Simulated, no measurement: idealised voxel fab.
Presented below is a process module, voxel trench capacitor.
FYI the section here is cut, 245 nm wide, cells are 5 nm squares.
A cross-section is a grid of square cells, given in bands from the top down. A band is one or more rows of cells.
What a band's entry tells you: where the top is and where the bottom is, as heights in nm, and after that what lies inside, material by material from left to right, each with its width in nm. Empty space is written as the word "blank", and a single material marked with the word "full width" occupies the band from edge to edge.
Heads up on the height convention: 0 is the point under which the incoming wafer is all one material, and the lowest band has no bottom, it just keeps going down, like "0 -> down".
Note: "30 to 40" means the width goes from the first number (top row of the band) to the second number (bottom row) in equal steps per row of cells.
Basically "all unchanged" means that step didn't change any cell in the cross-section.
The entry titled "Fully closed voids" provides the empty spaces that have no open way to the top, restricted to those of 8 cells or more. Each is presented as width x height at distance, the distance being measured from the left edge, with all three in nm.
That trailing text on a step's line, after the settings, is the simulator's own remark on the step.
The line of a step may include "overlay nm". On a step with a mask, this value is how far to the right of its planned place the mask lay. A negative value means the mask lay to the left.

**So here's the lineup of process steps we planned**
| 1 | RECEIVE, material Si |
| 2 | CONFORMAL_DEP, material SiN, thk nm 5 |
| 3 | DIRECTIONAL_DEP, material aC, thk nm 10 |
| 4 | PATTERN, tone open, mask id TRENCH, material resist, width nm 25, pitch nm 40, thk nm 25, overlay nm 0 |
| 5 | DIRECTIONAL_ETCH, etch materials aC, depth nm 10 |
| 6 | STRIP, etch materials resist |
| 7 | DIRECTIONAL_ETCH, etch materials SiN, depth nm 5 |
| 8 | DIRECTIONAL_ETCH, etch materials Si, depth nm 30 |
| 9 | STRIP, etch materials aC |
| 10 | CONFORMAL_DEP, material HfO2, thk nm 5 |
| 11 | CONFORMAL_DEP, material TiN, thk nm 5 |
| 12 | FILL_DEP, material W, thk nm 5 |
| 13 | CMP, height nm 5 |

**First wafer, two in total, run as planned**

**As received (post step 1): cross-section**
> 0 -> down | Si full width
> Fully closed voids: none

**After step 2, in cross-section**
> 5 -> 0 | SiN full width
> Beneath the level 0, the cross-section is identical to its previous state.

**After step 3, in cross-section**
> 15 -> 5 | aC full width
> Beneath the level 5, the cross-section is identical to its previous state.

**After step 4, in cross-section**
> 40 -> 15 | resist 70, blank 25, resist 15, blank 25, resist 15, blank 25, resist 70
> Beneath the level 15, the cross-section is identical to its previous state.

**After step 5, in cross-section**
> 30 -> 15 | resist 70, blank 25, resist 15, blank 25, resist 15, blank 25, resist 70
> 15 -> 5 | aC 70, blank 25, aC 15, blank 25, aC 15, blank 25, aC 70
> Beneath the level 5, the cross-section is identical to its previous state.

**After step 6, in cross-section**
> 15 -> 5 | aC 70, blank 25, aC 15, blank 25, aC 15, blank 25, aC 70
> Beneath the level 5, the cross-section is identical to its previous state.

**After step 7, in cross-section**
> 15 -> 5 | aC 70, blank 25, aC 15, blank 25, aC 15, blank 25, aC 70
> 5 -> 0 | SiN 70, blank 25, SiN 15, blank 25, SiN 15, blank 25, SiN 70
> Beneath the level 0, the cross-section is identical to its previous state.

**After step 8, in cross-section**
> 15 -> 5 | aC 70, blank 25, aC 15, blank 25, aC 15, blank 25, aC 70
> 5 -> 0 | SiN 70, blank 25, SiN 15, blank 25, SiN 15, blank 25, SiN 70
> 0 -> -30 | Si 70, blank 25, Si 15, blank 25, Si 15, blank 25, Si 70
> Beneath the level -30, the cross-section is identical to its previous state.

**After step 9, in cross-section**
> 5 -> 0 | SiN 70, blank 25, SiN 15, blank 25, SiN 15, blank 25, SiN 70
> Beneath the level 0, the cross-section is identical to its previous state.

**After step 10, in cross-section**
> 10 -> 5 | HfO2 75, blank 15, HfO2 25, blank 15, HfO2 25, blank 15, HfO2 75
> 5 -> 0 | SiN 70, HfO2 5, blank 15, HfO2 5, SiN 15, HfO2 5, blank 15, HfO2 5, SiN 15, HfO2 5, blank 15, HfO2 5, SiN 70
> 0 -> -25 | Si 70, HfO2 5, blank 15, HfO2 5, Si 15, HfO2 5, blank 15, HfO2 5, Si 15, HfO2 5, blank 15, HfO2 5, Si 70
> -25 -> -30 | Si 70, HfO2 25, Si 15, HfO2 25, Si 15, HfO2 25, Si 70
> Beneath the level -30, the cross-section is identical to its previous state.

**After step 11, in cross-section**
> 15 -> 10 | TiN 80, blank 5, TiN 35, blank 5, TiN 35, blank 5, TiN 80
> 10 -> 5 | HfO2 75, TiN 5, blank 5, TiN 5, HfO2 25, TiN 5, blank 5, TiN 5, HfO2 25, TiN 5, blank 5, TiN 5, HfO2 75
> 5 -> 0 | SiN 70, HfO2 5, TiN 5, blank 5, TiN 5, HfO2 5, SiN 15, HfO2 5, TiN 5, blank 5, TiN 5, HfO2 5, SiN 15, HfO2 5, TiN 5, blank 5, TiN 5, HfO2 5, SiN 70
> 0 -> -20 | Si 70, HfO2 5, TiN 5, blank 5, TiN 5, HfO2 5, Si 15, HfO2 5, TiN 5, blank 5, TiN 5, HfO2 5, Si 15, HfO2 5, TiN 5, blank 5, TiN 5, HfO2 5, Si 70
> -20 -> -25 | Si 70, HfO2 5, TiN 15, HfO2 5, Si 15, HfO2 5, TiN 15, HfO2 5, Si 15, HfO2 5, TiN 15, HfO2 5, Si 70
> Beneath the level -25, the cross-section is identical to its previous state.

**After step 12, in cross-section**
> 20 -> 15 | W full width
> 15 -> 10 | TiN 80, W 5, TiN 35, W 5, TiN 35, W 5, TiN 80
> 10 -> 5 | HfO2 75, TiN 5, W 5, TiN 5, HfO2 25, TiN 5, W 5, TiN 5, HfO2 25, TiN 5, W 5, TiN 5, HfO2 75
> 5 -> 0 | SiN 70, HfO2 5, TiN 5, W 5, TiN 5, HfO2 5, SiN 15, HfO2 5, TiN 5, W 5, TiN 5, HfO2 5, SiN 15, HfO2 5, TiN 5, W 5, TiN 5, HfO2 5, SiN 70
> 0 -> -20 | Si 70, HfO2 5, TiN 5, W 5, TiN 5, HfO2 5, Si 15, HfO2 5, TiN 5, W 5, TiN 5, HfO2 5, Si 15, HfO2 5, TiN 5, W 5, TiN 5, HfO2 5, Si 70
> Beneath the level -20, the cross-section is identical to its previous state.

**After step 13, in cross-section**
> 5 -> 0 | SiN 70, HfO2 5, TiN 5, W 5, TiN 5, HfO2 5, SiN 15, HfO2 5, TiN 5, W 5, TiN 5, HfO2 5, SiN 15, HfO2 5, TiN 5, W 5, TiN 5, HfO2 5, SiN 70
> Beneath the level 0, the cross-section is identical to its previous state.

**Wafer two of the pair: same origin, same plan, one error during the run; identical to wafer one up to and including step 9**

**Cross-section: second wafer, time at which step 10 was scheduled to end**
> 10 -> 5 | TiN 75, blank 15, TiN 25, blank 15, TiN 25, blank 15, TiN 75
> 5 -> 0 | SiN 70, TiN 5, blank 15, TiN 5, SiN 15, TiN 5, blank 15, TiN 5, SiN 15, TiN 5, blank 15, TiN 5, SiN 70
> 0 -> -25 | Si 70, TiN 5, blank 15, TiN 5, Si 15, TiN 5, blank 15, TiN 5, Si 15, TiN 5, blank 15, TiN 5, Si 70
> -25 -> -30 | Si 70, TiN 25, Si 15, TiN 25, Si 15, TiN 25, Si 70
> Beneath the level -30, the cross-section is identical to its previous state.

**Cross-section: second wafer, time at which step 11 was scheduled to end**
> 15 -> 10 | HfO2 80, blank 5, HfO2 35, blank 5, HfO2 35, blank 5, HfO2 80
> 10 -> 5 | TiN 75, HfO2 5, blank 5, HfO2 5, TiN 25, HfO2 5, blank 5, HfO2 5, TiN 25, HfO2 5, blank 5, HfO2 5, TiN 75
> 5 -> 0 | SiN 70, TiN 5, HfO2 5, blank 5, HfO2 5, TiN 5, SiN 15, TiN 5, HfO2 5, blank 5, HfO2 5, TiN 5, SiN 15, TiN 5, HfO2 5, blank 5, HfO2 5, TiN 5, SiN 70
> 0 -> -20 | Si 70, TiN 5, HfO2 5, blank 5, HfO2 5, TiN 5, Si 15, TiN 5, HfO2 5, blank 5, HfO2 5, TiN 5, Si 15, TiN 5, HfO2 5, blank 5, HfO2 5, TiN 5, Si 70
> -20 -> -25 | Si 70, TiN 5, HfO2 15, TiN 5, Si 15, TiN 5, HfO2 15, TiN 5, Si 15, TiN 5, HfO2 15, TiN 5, Si 70
> Beneath the level -25, the cross-section is identical to its previous state.

**Cross-section: second wafer, time at which step 12 was scheduled to end**
> 20 -> 15 | W full width
> 15 -> 10 | HfO2 80, W 5, HfO2 35, W 5, HfO2 35, W 5, HfO2 80
> 10 -> 5 | TiN 75, HfO2 5, W 5, HfO2 5, TiN 25, HfO2 5, W 5, HfO2 5, TiN 25, HfO2 5, W 5, HfO2 5, TiN 75
> 5 -> 0 | SiN 70, TiN 5, HfO2 5, W 5, HfO2 5, TiN 5, SiN 15, TiN 5, HfO2 5, W 5, HfO2 5, TiN 5, SiN 15, TiN 5, HfO2 5, W 5, HfO2 5, TiN 5, SiN 70
> 0 -> -20 | Si 70, TiN 5, HfO2 5, W 5, HfO2 5, TiN 5, Si 15, TiN 5, HfO2 5, W 5, HfO2 5, TiN 5, Si 15, TiN 5, HfO2 5, W 5, HfO2 5, TiN 5, Si 70
> Beneath the level -20, the cross-section is identical to its previous state.

**Cross-section: second wafer, time at which step 13 was scheduled to end**
> 5 -> 0 | SiN 70, TiN 5, HfO2 5, W 5, HfO2 5, TiN 5, SiN 15, TiN 5, HfO2 5, W 5, HfO2 5, TiN 5, SiN 15, TiN 5, HfO2 5, W 5, HfO2 5, TiN 5, SiN 70
> Beneath the level 0, the cross-section is identical to its previous state.
Processing error: deviation from plan: step 11 and step 10 executed in one another's positions
Bottom line after processing is that, in cells, the second wafer is up or down on some materials versus the first: HfO2: 12 fewer, TiN: 12 more
